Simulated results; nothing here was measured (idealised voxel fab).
You're looking at the process module voxel fin reveal.
Xsec cut, 195 nm wide, square cell size 5 nm.
How to read a cross-section here: the picture is a grid of square cells, written as bands going from the top down, and any band can span one or more rows of cells.
Top height, bottom height, nm. Materials left to right, width each, nm. Single material + "throughout" = fills band edge to edge. "empty" = empty.
Below 0: as-received wafer, all one material; heights counted from there. Lowest band: no bottom, goes on down, written "z 0 and below".
Graded width ("30 to 40"): value in top row of band = first number; value in bottom row = second number; row-to-row change constant.
When a step is marked "nothing got changed", none of the cells in the cross-section changed during that step.
"Fully sealed cavities" means: voids of 8 cells or more that are shut off from the top with no open way through. Written width x height at distance, distance from the left edge, in nm.
On each step's line, the part that comes after the settings is the simulator's own comment on the step.
If you see "overlay nm" on a step's line and that step has a mask, it's telling you how far right of where it was planned the mask ended up; a negative number means it went left instead.
### plan
1,RECEIVE with material Si
2,CONFORMAL_DEP with material SiN, thk nm 10
3,DIRECTIONAL_DEP with material aC, thk nm 10
4,PATTERN with tone cover, mask id FINS, material resist, width nm 15, pitch nm 40, thk nm 30, overlay nm 0
5,DIRECTIONAL_ETCH with etch materials aC, depth nm 10
6,STRIP with etch materials resist
7,DIRECTIONAL_ETCH with etch materials SiN, depth nm 10
8,DIRECTIONAL_ETCH with etch materials Si, depth nm 40
9,STRIP with etch materials aC
10,OXIDIZE with depth nm 5
11,FILL_DEP with material SiO2, thk nm 15
12,CMP with height nm 10
13,SELECTIVE_ETCH with etch materials SiO2, depth nm 40
14,STRIP with etch materials SiN
15,CONFORMAL_DEP with material SiO2, thk nm 5
### Shown in cross-section is the wafer as received, that is, as it stands after step 1
  z 0 and below: Si throughout
  Fully sealed cavities: none
### Same starting wafer, same plan as above, one mistake in the execution; this is the cross-section at the end of the module
  z 5 to 0: empty: 65, then SiO2: 25, then empty: 15, then SiO2: 25, then empty: 65
  z 0 to -35: empty: 65, then SiO2: 10, then Si: 5, then SiO2: 10, then empty: 15, then SiO2: 10, then Si: 5, then SiO2: 10, then empty: 65
  z -35 to -45: SiO2: 75, then Si: 5, then SiO2: 35, then Si: 5, then SiO2: 75
  z -45 and below: Si throughout
  Fully sealed cavities: none
Here's what went sideways: step 11 was run on a setting that differed from the plan, and what really ran there is FILL_DEP with material SiN, thk nm 15
